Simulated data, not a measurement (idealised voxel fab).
Process module heading - voxel gate over fins
We display cut, a cross-section 230 nm in width whose square cells are each 5 nm.
Cross-sections here: square-cell grids, written as top-down lists of bands, a band being one or more rows of cells.
The entry gives the band's vertical extent as a top height and a bottom height in nm, then its horizontal make-up as materials from left to right, each with a width in nm. "blank" stands for empty space; a single material marked "full width" fills the band edge to edge.
It should be noted that heights are counted from 0, beneath which the wafer as supplied is of one material throughout, and that the lowest band possesses no lower boundary but continues downward, as written in "z 0 and below".
Width spec "30 to 40" -> top row of cells at first value, bottom row at second value, equal per-row change in between.
Step note "identical to before" = no cross-section cell changed.
The entry "Fully sealed cavities" lists the empty spaces that cover at least 8 cells and have no open path to the top. Each is written as width x height at distance, where the distance is measured from the left edge and all three values are in nm.
Anything after a step's settings on that line? It's the simulator's own note about the step.
Steps that use a mask can have "overlay nm" on their line. It says how far the mask sat to the right of where it was meant to be. Negative means to the left.

PLAN
1 RECEIVE,material Si
2 CONFORMAL_DEP,material SiN,thk nm 5
3 DIRECTIONAL_DEP,material aC,thk nm 10
4 PATTERN,tone cover,mask id FINS,material resist,width nm 15,pitch nm 45,thk nm 25,overlay nm 0
5 DIRECTIONAL_ETCH,etch materials aC,depth nm 10
6 STRIP,etch materials resist
7 DIRECTIONAL_ETCH,etch materials SiN,depth nm 5
8 DIRECTIONAL_ETCH,etch materials Si,depth nm 35
9 STRIP,etch materials aC
10 OXIDIZE,depth nm 5
11 FILL_DEP,material SiO2,thk nm 15
12 CMP,height nm 5
13 SELECTIVE_ETCH,etch materials SiO2,depth nm 20
14 STRIP,etch materials SiN
15 CONFORMAL_DEP,material HfO2,thk nm 5
16 CONFORMAL_DEP,material TiN,thk nm 5
17 FILL_DEP,material W,thk nm 15
18 CMP,height nm 20
19 CONFORMAL_DEP,material SiN,thk nm 5

THE FIRST OF THE TWO WAFERS, WHICH RAN AS PLANNED

DELIVERED WAFER IN CROSS-SECTION: STATE AFTER STEP 1
z 0 and below = Si full width
Fully sealed cavities: none

PRESENTED HERE IS A CROSS-SECTION OF THE WAFER AFTER STEP 2 HAS BEEN PERFORMED
z 5 to 0 = SiN full width
Below a height of 0, the structure has not been altered.

PRESENTED HERE IS A CROSS-SECTION OF THE WAFER AFTER STEP 3 HAS BEEN PERFORMED
z 15 to 5 = aC full width
Below a height of 5, the structure has not been altered.

PRESENTED HERE IS A CROSS-SECTION OF THE WAFER AFTER STEP 4 HAS BEEN PERFORMED
z 40 to 15 = 60 nm blank; 15 nm resist; 30 nm blank; 15 nm resist; 30 nm blank; 15 nm resist; 65 nm blank
Below a height of 15, the structure has not been altered.

PRESENTED HERE IS A CROSS-SECTION OF THE WAFER AFTER STEP 5 HAS BEEN PERFORMED
z 30 to 15 = 60 nm blank; 15 nm resist; 30 nm blank; 15 nm resist; 30 nm blank; 15 nm resist; 65 nm blank
z 15 to 5 = 60 nm blank; 15 nm aC; 30 nm blank; 15 nm aC; 30 nm blank; 15 nm aC; 65 nm blank
Below a height of 5, the structure has not been altered.

PRESENTED HERE IS A CROSS-SECTION OF THE WAFER AFTER STEP 6 HAS BEEN PERFORMED
z 15 to 5 = 60 nm blank; 15 nm aC; 30 nm blank; 15 nm aC; 30 nm blank; 15 nm aC; 65 nm blank
Below a height of 5, the structure has not been altered.

PRESENTED HERE IS A CROSS-SECTION OF THE WAFER AFTER STEP 7 HAS BEEN PERFORMED
z 15 to 5 = 60 nm blank; 15 nm aC; 30 nm blank; 15 nm aC; 30 nm blank; 15 nm aC; 65 nm blank
z 5 to 0 = 60 nm blank; 15 nm SiN; 30 nm blank; 15 nm SiN; 30 nm blank; 15 nm SiN; 65 nm blank
Below a height of 0, the structure has not been altered.

PRESENTED HERE IS A CROSS-SECTION OF THE WAFER AFTER STEP 8 HAS BEEN PERFORMED
z 15 to 5 = 60 nm blank; 15 nm aC; 30 nm blank; 15 nm aC; 30 nm blank; 15 nm aC; 65 nm blank
z 5 to 0 = 60 nm blank; 15 nm SiN; 30 nm blank; 15 nm SiN; 30 nm blank; 15 nm SiN; 65 nm blank
z 0 to -35 = 60 nm blank; 15 nm Si; 30 nm blank; 15 nm Si; 30 nm blank; 15 nm Si; 65 nm blank
Below a height of -35, the structure has not been altered.

PRESENTED HERE IS A CROSS-SECTION OF THE WAFER AFTER STEP 9 HAS BEEN PERFORMED
z 5 to 0 = 60 nm blank; 15 nm SiN; 30 nm blank; 15 nm SiN; 30 nm blank; 15 nm SiN; 65 nm blank
Below a height of 0, the structure has not been altered.

PRESENTED HERE IS A CROSS-SECTION OF THE WAFER AFTER STEP 10 HAS BEEN PERFORMED
z 5 to 0 = 60 nm blank; 15 nm SiN; 30 nm blank; 15 nm SiN; 30 nm blank; 15 nm SiN; 65 nm blank
z 0 to -35 = 60 nm blank; 5 nm SiO2; 5 nm Si; 5 nm SiO2; 30 nm blank; 5 nm SiO2; 5 nm Si; 5 nm SiO2; 30 nm blank; 5 nm SiO2; 5 nm Si; 5 nm SiO2; 65 nm blank
z -35 to -40 = 65 nm SiO2; 5 nm Si; 40 nm SiO2; 5 nm Si; 40 nm SiO2; 5 nm Si; 70 nm SiO2
Below a height of -40, the structure has not been altered.

PRESENTED HERE IS A CROSS-SECTION OF THE WAFER AFTER STEP 11 HAS BEEN PERFORMED
z 20 to 5 = SiO2 full width
z 5 to 0 = 60 nm SiO2; 15 nm SiN; 30 nm SiO2; 15 nm SiN; 30 nm SiO2; 15 nm SiN; 65 nm SiO2
z 0 to -40 = 65 nm SiO2; 5 nm Si; 40 nm SiO2; 5 nm Si; 40 nm SiO2; 5 nm Si; 70 nm SiO2
Below a height of -40, the structure has not been altered.

PRESENTED HERE IS A CROSS-SECTION OF THE WAFER AFTER STEP 12 HAS BEEN PERFORMED
z 5 to 0 = 60 nm SiO2; 15 nm SiN; 30 nm SiO2; 15 nm SiN; 30 nm SiO2; 15 nm SiN; 65 nm SiO2
Below a height of 0, the structure has not been altered.

PRESENTED HERE IS A CROSS-SECTION OF THE WAFER AFTER STEP 13 HAS BEEN PERFORMED
z 5 to 0 = 60 nm blank; 15 nm SiN; 30 nm blank; 15 nm SiN; 30 nm blank; 15 nm SiN; 65 nm blank
z 0 to -15 = 65 nm blank; 5 nm Si; 40 nm blank; 5 nm Si; 40 nm blank; 5 nm Si; 70 nm blank
Below a height of -15, the structure has not been altered.

PRESENTED HERE IS A CROSS-SECTION OF THE WAFER AFTER STEP 14 HAS BEEN PERFORMED
z 0 to -15 = 65 nm blank; 5 nm Si; 40 nm blank; 5 nm Si; 40 nm blank; 5 nm Si; 70 nm blank
Below a height of -15, the structure has not been altered.

PRESENTED HERE IS A CROSS-SECTION OF THE WAFER AFTER STEP 15 HAS BEEN PERFORMED
z 5 to 0 = 60 nm blank; 15 nm HfO2; 30 nm blank; 15 nm HfO2; 30 nm blank; 15 nm HfO2; 65 nm blank
z 0 to -10 = 60 nm blank; 5 nm HfO2; 5 nm Si; 5 nm HfO2; 30 nm blank; 5 nm HfO2; 5 nm Si; 5 nm HfO2; 30 nm blank; 5 nm HfO2; 5 nm Si; 5 nm HfO2; 65 nm blank
z -10 to -15 = 65 nm HfO2; 5 nm Si; 40 nm HfO2; 5 nm Si; 40 nm HfO2; 5 nm Si; 70 nm HfO2
Below a height of -15, the structure has not been altered.

PRESENTED HERE IS A CROSS-SECTION OF THE WAFER AFTER STEP 16 HAS BEEN PERFORMED
z 10 to 5 = 55 nm blank; 25 nm TiN; 20 nm blank; 25 nm TiN; 20 nm blank; 25 nm TiN; 60 nm blank
z 5 to 0 = 55 nm blank; 5 nm TiN; 15 nm HfO2; 5 nm TiN; 20 nm blank; 5 nm TiN; 15 nm HfO2; 5 nm TiN; 20 nm blank; 5 nm TiN; 15 nm HfO2; 5 nm TiN; 60 nm blank
z 0 to -5 = 55 nm blank; 5 nm TiN; 5 nm HfO2; 5 nm Si; 5 nm HfO2; 5 nm TiN; 20 nm blank; 5 nm TiN; 5 nm HfO2; 5 nm Si; 5 nm HfO2; 5 nm TiN; 20 nm blank; 5 nm TiN; 5 nm HfO2; 5 nm Si; 5 nm HfO2; 5 nm TiN; 60 nm blank
z -5 to -10 = 60 nm TiN; 5 nm HfO2; 5 nm Si; 5 nm HfO2; 30 nm TiN; 5 nm HfO2; 5 nm Si; 5 nm HfO2; 30 nm TiN; 5 nm HfO2; 5 nm Si; 5 nm HfO2; 65 nm TiN
Below a height of -10, the structure has not been altered.

PRESENTED HERE IS A CROSS-SECTION OF THE WAFER AFTER STEP 17 HAS BEEN PERFORMED
z 25 to 10 = W full width
z 10 to 5 = 55 nm W; 25 nm TiN; 20 nm W; 25 nm TiN; 20 nm W; 25 nm TiN; 60 nm W
z 5 to 0 = 55 nm W; 5 nm TiN; 15 nm HfO2; 5 nm TiN; 20 nm W; 5 nm TiN; 15 nm HfO2; 5 nm TiN; 20 nm W; 5 nm TiN; 15 nm HfO2; 5 nm TiN; 60 nm W
z 0 to -5 = 55 nm W; 5 nm TiN; 5 nm HfO2; 5 nm Si; 5 nm HfO2; 5 nm TiN; 20 nm W; 5 nm TiN; 5 nm HfO2; 5 nm Si; 5 nm HfO2; 5 nm TiN; 20 nm W; 5 nm TiN; 5 nm HfO2; 5 nm Si; 5 nm HfO2; 5 nm TiN; 60 nm W
Below a height of -5, the structure has not been altered.

PRESENTED HERE IS A CROSS-SECTION OF THE WAFER AFTER STEP 18 HAS BEEN PERFORMED
z 20 to 10 = W full width
Below a height of 10, the structure has not been altered.

PRESENTED HERE IS A CROSS-SECTION OF THE WAFER AFTER STEP 19 HAS BEEN PERFORMED
z 25 to 20 = SiN full width
Below a height of 20, the structure has not been altered.

REGARDING THE SECOND OF THE TWO WAFERS: IT SHARED THE FIRST WAFER'S STARTING CONDITION AND PROCESS PLAN, YET ONE ERROR OCCURRED DURING ITS EXECUTION. ITS HISTORY COINCIDES WITH THAT OF THE FIRST WAFER UP TO AND INCLUDING STEP 11

Cross-section of the second wafer when, according to plan, step 12 should have finished: identical to before

CROSS-SECTION OF THE SECOND WAFER WHEN, ACCORDING TO PLAN, STEP 13 SHOULD HAVE FINISHED
z 5 to 0 = 60 nm blank; 15 nm SiN; 30 nm blank; 15 nm SiN; 30 nm blank; 15 nm SiN; 65 nm blank
Below a height of 0, the structure has not been altered.

CROSS-SECTION OF THE SECOND WAFER WHEN, ACCORDING TO PLAN, STEP 14 SHOULD HAVE FINISHED
z 0 to -40 = 65 nm SiO2; 5 nm Si; 40 nm SiO2; 5 nm Si; 40 nm SiO2; 5 nm Si; 70 nm SiO2
Below a height of -40, the structure has not been altered.

CROSS-SECTION OF THE SECOND WAFER WHEN, ACCORDING TO PLAN, STEP 15 SHOULD HAVE FINISHED
z 5 to 0 = HfO2 full width
Below a height of 0, the structure has not been altered.

CROSS-SECTION OF THE SECOND WAFER WHEN, ACCORDING TO PLAN, STEP 16 SHOULD HAVE FINISHED
z 10 to 5 = TiN full width
Below a height of 5, the structure has not been altered.

CROSS-SECTION OF THE SECOND WAFER WHEN, ACCORDING TO PLAN, STEP 17 SHOULD HAVE FINISHED
z 25 to 10 = W full width
Below a height of 10, the structure has not been altered.

CROSS-SECTION OF THE SECOND WAFER WHEN, ACCORDING TO PLAN, STEP 18 SHOULD HAVE FINISHED
z 20 to 10 = W full width
Below a height of 10, the structure has not been altered.

CROSS-SECTION OF THE SECOND WAFER WHEN, ACCORDING TO PLAN, STEP 19 SHOULD HAVE FINISHED
z 25 to 20 = SiN full width
Below a height of 20, the structure has not been altered.
Processing error: step 12 was dropped from the plan's execution and never run
Final cells, second wafer relative to first, materials higher or lower: 18 fewer of HfO2 | 129 more of SiO2 | 18 fewer of TiN | 93 fewer of W
